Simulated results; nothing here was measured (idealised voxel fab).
Process module name: voxel wiring stack
The width of the displayed cross-section, cut, is 215 nm; its cells are square, with a size of 5 nm.
In this document a cross-section is written as a grid of square cells. It is given as a series of bands, listed from the top down, and a band is one or more rows of cells. Band entry format. Leading values: height of top, height of bottom, nm. Remainder: materials in left-to-right order, each with its width in nm. Special words: "throughout" on a single material, which then fills the band edge to edge; "empty", empty space. Basically, 0 is our baseline, since under it the wafer straight out of the box is all one material. The bottom band has no lower end and keeps on going down, so it looks like "top 0, no bottom". Width "30 to 40": first value at the band's top row of cells, second value at its bottom row, equal change from row to row. You'll sometimes find "no change occurred" written for a step, and that's the way of saying that nowhere in the cross-section did a cell change during that step. In "Closed-off voids" the enclosed voids are listed, meaning empty spaces of 8 cells or larger without any opening to the top. The form is width x height at distance, distance from the left edge, units nm. Post-settings text on a step line: simulator's own remark regarding the step. overlay nm: where the mask lay relative to plan, measured to the right, on steps with a mask; negatives go left.
Process steps - plan
1,RECEIVE,material Si
2,CONFORMAL_DEP,material SiO2,thk nm 15
3,DIRECTIONAL_DEP,material TiN,thk nm 5
4,DIRECTIONAL_DEP,material W,thk nm 25
5,MASKED_ETCH,tone cover,mask id METAL_1,width nm 25,pitch nm 50,etch materials W,depth nm 25,overlay nm 0
6,MASKED_ETCH,tone cover,mask id METAL_1,width nm 25,pitch nm 50,etch materials TiN,depth nm 5,overlay nm 0
7,CONFORMAL_DEP,material SiCN,thk nm 5
8,FILL_DEP,material lowk,thk nm 10
9,CMP,height nm 45
10,CONFORMAL_DEP,material SiCN,thk nm 5
11,DIRECTIONAL_DEP,material lowk,thk nm 10
12,DIRECTIONAL_DEP,material aC,thk nm 15
13,PATTERN,tone open,mask id PLUG_1,material resist,width nm 15,pitch nm 50,thk nm 35,overlay nm 0
14,DIRECTIONAL_ETCH,etch materials aC,depth nm 15
15,STRIP,etch materials resist
16,DIRECTIONAL_ETCH,etch materials lowk,depth nm 10
17,DIRECTIONAL_ETCH,etch materials SiCN,depth nm 5
18,STRIP,etch materials aC
19,CONFORMAL_DEP,material TiN,thk nm 5
20,FILL_DEP,material W,thk nm 5
21,CMP,height nm 60
22,DIRECTIONAL_DEP,material TiN,thk nm 5
23,DIRECTIONAL_DEP,material W,thk nm 15
24,MASKED_ETCH,tone cover,mask id METAL_2,width nm 25,pitch nm 50,etch materials W,depth nm 15,overlay nm 0
25,MASKED_ETCH,tone cover,mask id METAL_2,width nm 25,pitch nm 50,etch materials TiN,depth nm 5,overlay nm 0
26,CONFORMAL_DEP,material SiN,thk nm 5
27,FILL_DEP,material SiO2,thk nm 5
28,CMP,height nm 80
29,CONFORMAL_DEP,material SiCN,thk nm 5
30,DIRECTIONAL_DEP,material SiO2,thk nm 25
31,DIRECTIONAL_DEP,material aC,thk nm 15
32,PATTERN,tone open,mask id METAL_3,material resist,width nm 25,pitch nm 50,thk nm 30,overlay nm 0
33,DIRECTIONAL_ETCH,etch materials aC,depth nm 15
34,STRIP,etch materials resist
35,DIRECTIONAL_ETCH,etch materials SiO2,depth nm 15
36,STRIP,etch materials aC
37,PATTERN,tone open,mask id METAL_3_HOLES,material resist,width nm 15,thk nm 20,overlay nm 0
38,DIRECTIONAL_ETCH,etch materials SiO2,depth nm 10
39,DIRECTIONAL_ETCH,etch materials SiCN,depth nm 5
40,STRIP,etch materials resist
41,CONFORMAL_DEP,material TiN,thk nm 5
42,FILL_DEP,material Ru,thk nm 10
43,CMP,height nm 110
44,CONFORMAL_DEP,material SiN,thk nm 5
First of the two wafers, run per plan
Wafer at receipt (post step 1), cross-section
top 0, no bottom = Si throughout
Closed-off voids: none
After step 2
top 15, bottom 0 = SiO2 throughout
Unchanged below 0.
After step 3
top 20, bottom 15 = TiN throughout
Unchanged below 15.
After step 4
top 45, bottom 20 = W throughout
Unchanged below 20.
After step 5
top 45, bottom 20 = 70 empty, 25 W, 25 empty, 25 W, 70 empty
Unchanged below 20.
After step 6
top 45, bottom 20 = 70 empty, 25 W, 25 empty, 25 W, 70 empty
top 20, bottom 15 = 70 empty, 25 TiN, 25 empty, 25 TiN, 70 empty
Unchanged below 15.
After step 7
top 50, bottom 45 = 65 empty, 35 SiCN, 15 empty, 35 SiCN, 65 empty
top 45, bottom 20 = 65 empty, 5 SiCN, 25 W, 5 SiCN, 15 empty, 5 SiCN, 25 W, 5 SiCN, 65 empty
top 20, bottom 15 = 70 SiCN, 25 TiN, 25 SiCN, 25 TiN, 70 SiCN
Unchanged below 15.
After step 8
top 60, bottom 50 = lowk throughout
top 50, bottom 45 = 65 lowk, 35 SiCN, 15 lowk, 35 SiCN, 65 lowk
top 45, bottom 20 = 65 lowk, 5 SiCN, 25 W, 5 SiCN, 15 lowk, 5 SiCN, 25 W, 5 SiCN, 65 lowk
Unchanged below 20.
After step 9
top 45, bottom 20 = 65 lowk, 5 SiCN, 25 W, 5 SiCN, 15 lowk, 5 SiCN, 25 W, 5 SiCN, 65 lowk
Unchanged below 20.
After step 10
top 50, bottom 45 = SiCN throughout
Unchanged below 45.
After step 11
top 60, bottom 50 = lowk throughout
Unchanged below 50.
After step 12
top 75, bottom 60 = aC throughout
Unchanged below 60.
After step 13
top 110, bottom 75 = 70 resist, 15 empty, 35 resist, 15 empty, 80 resist
Unchanged below 75.
After step 14
top 95, bottom 75 = 70 resist, 15 empty, 35 resist, 15 empty, 80 resist
top 75, bottom 60 = 70 aC, 15 empty, 35 aC, 15 empty, 80 aC
Unchanged below 60.
After step 15
top 75, bottom 60 = 70 aC, 15 empty, 35 aC, 15 empty, 80 aC
Unchanged below 60.
After step 16
top 75, bottom 60 = 70 aC, 15 empty, 35 aC, 15 empty, 80 aC
top 60, bottom 50 = 70 lowk, 15 empty, 35 lowk, 15 empty, 80 lowk
Unchanged below 50.
After step 17
top 75, bottom 60 = 70 aC, 15 empty, 35 aC, 15 empty, 80 aC
top 60, bottom 50 = 70 lowk, 15 empty, 35 lowk, 15 empty, 80 lowk
top 50, bottom 45 = 70 SiCN, 15 empty, 35 SiCN, 15 empty, 80 SiCN
Unchanged below 45.
After step 18
top 60, bottom 50 = 70 lowk, 15 empty, 35 lowk, 15 empty, 80 lowk
Unchanged below 50.
After step 19
top 65, bottom 60 = 75 TiN, 5 empty, 45 TiN, 5 empty, 85 TiN
top 60, bottom 50 = 70 lowk, 5 TiN, 5 empty, 5 TiN, 35 lowk, 5 TiN, 5 empty, 5 TiN, 80 lowk
top 50, bottom 45 = 70 SiCN, 15 TiN, 35 SiCN, 15 TiN, 80 SiCN
Unchanged below 45.
After step 20
top 70, bottom 65 = W throughout
top 65, bottom 60 = 75 TiN, 5 W, 45 TiN, 5 W, 85 TiN
top 60, bottom 50 = 70 lowk, 5 TiN, 5 W, 5 TiN, 35 lowk, 5 TiN, 5 W, 5 TiN, 80 lowk
Unchanged below 50.
After step 21
top 60, bottom 50 = 70 lowk, 5 TiN, 5 W, 5 TiN, 35 lowk, 5 TiN, 5 W, 5 TiN, 80 lowk
Unchanged below 50.
After step 22
top 65, bottom 60 = TiN throughout
Unchanged below 60.
After step 23
top 80, bottom 65 = W throughout
Unchanged below 65.
After step 24
top 80, bottom 65 = 70 empty, 25 W, 25 empty, 25 W, 70 empty
Unchanged below 65.
After step 25
top 80, bottom 65 = 70 empty, 25 W, 25 empty, 25 W, 70 empty
top 65, bottom 60 = 70 empty, 25 TiN, 25 empty, 25 TiN, 70 empty
Unchanged below 60.
After step 26
top 85, bottom 80 = 65 empty, 35 SiN, 15 empty, 35 SiN, 65 empty
top 80, bottom 65 = 65 empty, 5 SiN, 25 W, 5 SiN, 15 empty, 5 SiN, 25 W, 5 SiN, 65 empty
top 65, bottom 60 = 70 SiN, 25 TiN, 25 SiN, 25 TiN, 70 SiN
Unchanged below 60.
After step 27
top 90, bottom 85 = SiO2 throughout
top 85, bottom 80 = 65 SiO2, 35 SiN, 15 SiO2, 35 SiN, 65 SiO2
top 80, bottom 65 = 65 SiO2, 5 SiN, 25 W, 5 SiN, 15 SiO2, 5 SiN, 25 W, 5 SiN, 65 SiO2
Unchanged below 65.
After step 28
top 80, bottom 65 = 65 SiO2, 5 SiN, 25 W, 5 SiN, 15 SiO2, 5 SiN, 25 W, 5 SiN, 65 SiO2
Unchanged below 65.
After step 29
top 85, bottom 80 = SiCN throughout
Unchanged below 80.
After step 30
top 110, bottom 85 = SiO2 throughout
Unchanged below 85.
After step 31
top 125, bottom 110 = aC throughout
Unchanged below 110.
After step 32
top 155, bottom 125 = 70 resist, 25 empty, 25 resist, 25 empty, 70 resist
Unchanged below 125.
After step 33
top 140, bottom 125 = 70 resist, 25 empty, 25 resist, 25 empty, 70 resist
top 125, bottom 110 = 70 aC, 25 empty, 25 aC, 25 empty, 70 aC
Unchanged below 110.
After step 34
top 125, bottom 110 = 70 aC, 25 empty, 25 aC, 25 empty, 70 aC
Unchanged below 110.
After step 35
top 125, bottom 110 = 70 aC, 25 empty, 25 aC, 25 empty, 70 aC
top 110, bottom 95 = 70 SiO2, 25 empty, 25 SiO2, 25 empty, 70 SiO2
Unchanged below 95.
After step 36
top 110, bottom 95 = 70 SiO2, 25 empty, 25 SiO2, 25 empty, 70 SiO2
Unchanged below 95.
After step 37
top 130, bottom 110 = 70 resist, 15 empty, 130 resist
top 110, bottom 95 = 70 SiO2, 15 empty, 10 resist, 25 SiO2, 25 resist, 70 SiO2
Unchanged below 95.
After step 38
top 130, bottom 110 = 70 resist, 15 empty, 130 resist
top 110, bottom 95 = 70 SiO2, 15 empty, 10 resist, 25 SiO2, 25 resist, 70 SiO2
top 95, bottom 85 = 70 SiO2, 15 empty, 130 SiO2
Unchanged below 85.
After step 39
top 130, bottom 110 = 70 resist, 15 empty, 130 resist
top 110, bottom 95 = 70 SiO2, 15 empty, 10 resist, 25 SiO2, 25 resist, 70 SiO2
top 95, bottom 85 = 70 SiO2, 15 empty, 130 SiO2
top 85, bottom 80 = 70 SiCN, 15 empty, 130 SiCN
Unchanged below 80.
After step 40
top 110, bottom 95 = 70 SiO2, 25 empty, 25 SiO2, 25 empty, 70 SiO2
Unchanged below 95.
After step 41
top 115, bottom 110 = 75 TiN, 15 empty, 35 TiN, 15 empty, 75 TiN
top 110, bottom 100 = 70 SiO2, 5 TiN, 15 empty, 5 TiN, 25 SiO2, 5 TiN, 15 empty, 5 TiN, 70 SiO2
top 100, bottom 95 = 70 SiO2, 5 TiN, 5 empty, 15 TiN, 25 SiO2, 25 TiN, 70 SiO2
top 95, bottom 85 = 70 SiO2, 5 TiN, 5 empty, 5 TiN, 130 SiO2
top 85, bottom 80 = 70 SiCN, 15 TiN, 130 SiCN
Unchanged below 80.
After step 42
top 125, bottom 115 = Ru throughout
top 115, bottom 110 = 75 TiN, 15 Ru, 35 TiN, 15 Ru, 75 TiN
top 110, bottom 100 = 70 SiO2, 5 TiN, 15 Ru, 5 TiN, 25 SiO2, 5 TiN, 15 Ru, 5 TiN, 70 SiO2
top 100, bottom 95 = 70 SiO2, 5 TiN, 5 Ru, 15 TiN, 25 SiO2, 25 TiN, 70 SiO2
top 95, bottom 85 = 70 SiO2, 5 TiN, 5 Ru, 5 TiN, 130 SiO2
Unchanged below 85.
After step 43
top 110, bottom 100 = 70 SiO2, 5 TiN, 15 Ru, 5 TiN, 25 SiO2, 5 TiN, 15 Ru, 5 TiN, 70 SiO2
Unchanged below 100.
After step 44
top 115, bottom 110 = SiN throughout
Unchanged below 110.
It is to be noted that the second wafer proceeded from the same initial state and according to the same plan as the first, although one mistake was committed in its execution; through step 1, inclusive, the two wafers share an identical history
Second wafer, cross-section, planned end of step 2
top 30, bottom 0 = SiO2 throughout
Unchanged below 0.
Second wafer, cross-section, planned end of step 3
top 35, bottom 30 = TiN throughout
Unchanged below 30.
Second wafer, cross-section, planned end of step 4
top 60, bottom 35 = W throughout
Unchanged below 35.
Second wafer, cross-section, planned end of step 5
top 60, bottom 35 = 70 empty, 25 W, 25 empty, 25 W, 70 empty
Unchanged below 35.
Second wafer, cross-section, planned end of step 6
top 60, bottom 35 = 70 empty, 25 W, 25 empty, 25 W, 70 empty
top 35, bottom 30 = 70 empty, 25 TiN, 25 empty, 25 TiN, 70 empty
Unchanged below 30.
Second wafer, cross-section, planned end of step 7
top 65, bottom 60 = 65 empty, 35 SiCN, 15 empty, 35 SiCN, 65 empty
top 60, bottom 35 = 65 empty, 5 SiCN, 25 W, 5 SiCN, 15 empty, 5 SiCN, 25 W, 5 SiCN, 65 empty
top 35, bottom 30 = 70 SiCN, 25 TiN, 25 SiCN, 25 TiN, 70 SiCN
Unchanged below 30.
Second wafer, cross-section, planned end of step 8
top 75, bottom 65 = lowk throughout
top 65, bottom 60 = 65 lowk, 35 SiCN, 15 lowk, 35 SiCN, 65 lowk
top 60, bottom 35 = 65 lowk, 5 SiCN, 25 W, 5 SiCN, 15 lowk, 5 SiCN, 25 W, 5 SiCN, 65 lowk
Unchanged below 35.
Second wafer, cross-section, planned end of step 9
top 45, bottom 35 = 65 lowk, 5 SiCN, 25 W, 5 SiCN, 15 lowk, 5 SiCN, 25 W, 5 SiCN, 65 lowk
Unchanged below 35.
Second wafer, cross-section, planned end of step 10
top 50, bottom 45 = SiCN throughout
Unchanged below 45.
Second wafer, cross-section, planned end of step 11
top 60, bottom 50 = lowk throughout
Unchanged below 50.
Second wafer, cross-section, planned end of step 12
top 75, bottom 60 = aC throughout
Unchanged below 60.
Second wafer, cross-section, planned end of step 13
top 110, bottom 75 = 70 resist, 15 empty, 35 resist, 15 empty, 80 resist
Unchanged below 75.
Second wafer, cross-section, planned end of step 14
top 95, bottom 75 = 70 resist, 15 empty, 35 resist, 15 empty, 80 resist
top 75, bottom 60 = 70 aC, 15 empty, 35 aC, 15 empty, 80 aC
Unchanged below 60.
Second wafer, cross-section, planned end of step 15
top 75, bottom 60 = 70 aC, 15 empty, 35 aC, 15 empty, 80 aC
Unchanged below 60.
Second wafer, cross-section, planned end of step 16
top 75, bottom 60 = 70 aC, 15 empty, 35 aC, 15 empty, 80 aC
top 60, bottom 50 = 70 lowk, 15 empty, 35 lowk, 15 empty, 80 lowk
Unchanged below 50.
Second wafer, cross-section, planned end of step 17
top 75, bottom 60 = 70 aC, 15 empty, 35 aC, 15 empty, 80 aC
top 60, bottom 50 = 70 lowk, 15 empty, 35 lowk, 15 empty, 80 lowk
top 50, bottom 45 = 70 SiCN, 15 empty, 35 SiCN, 15 empty, 80 SiCN
Unchanged below 45.
Second wafer, cross-section, planned end of step 18
top 60, bottom 50 = 70 lowk, 15 empty, 35 lowk, 15 empty, 80 lowk
Unchanged below 50.
Second wafer, cross-section, planned end of step 19
top 65, bottom 60 = 75 TiN, 5 empty, 45 TiN, 5 empty, 85 TiN
top 60, bottom 50 = 70 lowk, 5 TiN, 5 empty, 5 TiN, 35 lowk, 5 TiN, 5 empty, 5 TiN, 80 lowk
top 50, bottom 45 = 70 SiCN, 15 TiN, 35 SiCN, 15 TiN, 80 SiCN
Unchanged below 45.
Second wafer, cross-section, planned end of step 20
top 70, bottom 65 = W throughout
top 65, bottom 60 = 75 TiN, 5 W, 45 TiN, 5 W, 85 TiN
top 60, bottom 50 = 70 lowk, 5 TiN, 5 W, 5 TiN, 35 lowk, 5 TiN, 5 W, 5 TiN, 80 lowk
Unchanged below 50.
Second wafer, cross-section, planned end of step 21
top 60, bottom 50 = 70 lowk, 5 TiN, 5 W, 5 TiN, 35 lowk, 5 TiN, 5 W, 5 TiN, 80 lowk
Unchanged below 50.
Second wafer, cross-section, planned end of step 22
top 65, bottom 60 = TiN throughout
Unchanged below 60.
Second wafer, cross-section, planned end of step 23
top 80, bottom 65 = W throughout
Unchanged below 65.
Second wafer, cross-section, planned end of step 24
top 80, bottom 65 = 70 empty, 25 W, 25 empty, 25 W, 70 empty
Unchanged below 65.
Second wafer, cross-section, planned end of step 25
top 80, bottom 65 = 70 empty, 25 W, 25 empty, 25 W, 70 empty
top 65, bottom 60 = 70 empty, 25 TiN, 25 empty, 25 TiN, 70 empty
Unchanged below 60.
Second wafer, cross-section, planned end of step 26
top 85, bottom 80 = 65 empty, 35 SiN, 15 empty, 35 SiN, 65 empty
top 80, bottom 65 = 65 empty, 5 SiN, 25 W, 5 SiN, 15 empty, 5 SiN, 25 W, 5 SiN, 65 empty
top 65, bottom 60 = 70 SiN, 25 TiN, 25 SiN, 25 TiN, 70 SiN
Unchanged below 60.
Second wafer, cross-section, planned end of step 27
top 90, bottom 85 = SiO2 throughout
top 85, bottom 80 = 65 SiO2, 35 SiN, 15 SiO2, 35 SiN, 65 SiO2
top 80, bottom 65 = 65 SiO2, 5 SiN, 25 W, 5 SiN, 15 SiO2, 5 SiN, 25 W, 5 SiN, 65 SiO2
Unchanged below 65.
Second wafer, cross-section, planned end of step 28
top 80, bottom 65 = 65 SiO2, 5 SiN, 25 W, 5 SiN, 15 SiO2, 5 SiN, 25 W, 5 SiN, 65 SiO2
Unchanged below 65.
Second wafer, cross-section, planned end of step 29
top 85, bottom 80 = SiCN throughout
Unchanged below 80.
Second wafer, cross-section, planned end of step 30
top 110, bottom 85 = SiO2 throughout
Unchanged below 85.
Second wafer, cross-section, planned end of step 31
top 125, bottom 110 = aC throughout
Unchanged below 110.
Second wafer, cross-section, planned end of step 32
top 155, bottom 125 = 70 resist, 25 empty, 25 resist, 25 empty, 70 resist
Unchanged below 125.
Second wafer, cross-section, planned end of step 33
top 140, bottom 125 = 70 resist, 25 empty, 25 resist, 25 empty, 70 resist
top 125, bottom 110 = 70 aC, 25 empty, 25 aC, 25 empty, 70 aC
Unchanged below 110.
Second wafer, cross-section, planned end of step 34
top 125, bottom 110 = 70 aC, 25 empty, 25 aC, 25 empty, 70 aC
Unchanged below 110.
Second wafer, cross-section, planned end of step 35
top 125, bottom 110 = 70 aC, 25 empty, 25 aC, 25 empty, 70 aC
top 110, bottom 95 = 70 SiO2, 25 empty, 25 SiO2, 25 empty, 70 SiO2
Unchanged below 95.
Second wafer, cross-section, planned end of step 36
top 110, bottom 95 = 70 SiO2, 25 empty, 25 SiO2, 25 empty, 70 SiO2
Unchanged below 95.
Second wafer, cross-section, planned end of step 37
top 130, bottom 110 = 70 resist, 15 empty, 130 resist
top 110, bottom 95 = 70 SiO2, 15 empty, 10 resist, 25 SiO2, 25 resist, 70 SiO2
Unchanged below 95.
Second wafer, cross-section, planned end of step 38
top 130, bottom 110 = 70 resist, 15 empty, 130 resist
top 110, bottom 95 = 70 SiO2, 15 empty, 10 resist, 25 SiO2, 25 resist, 70 SiO2
top 95, bottom 85 = 70 SiO2, 15 empty, 130 SiO2
Unchanged below 85.
Second wafer, cross-section, planned end of step 39
top 130, bottom 110 = 70 resist, 15 empty, 130 resist
top 110, bottom 95 = 70 SiO2, 15 empty, 10 resist, 25 SiO2, 25 resist, 70 SiO2
top 95, bottom 85 = 70 SiO2, 15 empty, 130 SiO2
top 85, bottom 80 = 70 SiCN, 15 empty, 130 SiCN
Unchanged below 80.
Second wafer, cross-section, planned end of step 40
top 110, bottom 95 = 70 SiO2, 25 empty, 25 SiO2, 25 empty, 70 SiO2
Unchanged below 95.
Second wafer, cross-section, planned end of step 41
top 115, bottom 110 = 75 TiN, 15 empty, 35 TiN, 15 empty, 75 TiN
top 110, bottom 100 = 70 SiO2, 5 TiN, 15 empty, 5 TiN, 25 SiO2, 5 TiN, 15 empty, 5 TiN, 70 SiO2
top 100, bottom 95 = 70 SiO2, 5 TiN, 5 empty, 15 TiN, 25 SiO2, 25 TiN, 70 SiO2
top 95, bottom 85 = 70 SiO2, 5 TiN, 5 empty, 5 TiN, 130 SiO2
top 85, bottom 80 = 70 SiCN, 15 TiN, 130 SiCN
Unchanged below 80.
Second wafer, cross-section, planned end of step 42
top 125, bottom 115 = Ru throughout
top 115, bottom 110 = 75 TiN, 15 Ru, 35 TiN, 15 Ru, 75 TiN
top 110, bottom 100 = 70 SiO2, 5 TiN, 15 Ru, 5 TiN, 25 SiO2, 5 TiN, 15 Ru, 5 TiN, 70 SiO2
top 100, bottom 95 = 70 SiO2, 5 TiN, 5 Ru, 15 TiN, 25 SiO2, 25 TiN, 70 SiO2
top 95, bottom 85 = 70 SiO2, 5 TiN, 5 Ru, 5 TiN, 130 SiO2
Unchanged below 85.
Second wafer, cross-section, planned end of step 43
top 110, bottom 100 = 70 SiO2, 5 TiN, 15 Ru, 5 TiN, 25 SiO2, 5 TiN, 15 Ru, 5 TiN, 70 SiO2
Unchanged below 100.
Second wafer, cross-section, planned end of step 44
top 115, bottom 110 = SiN throughout
Unchanged below 110.
Plan not followed: step 2 in the plan was executed twice
Wafer comparison, final, in cells, second relative to first, materials more or fewer: SiCN -12, SiO2 +129, W -30, lowk -87
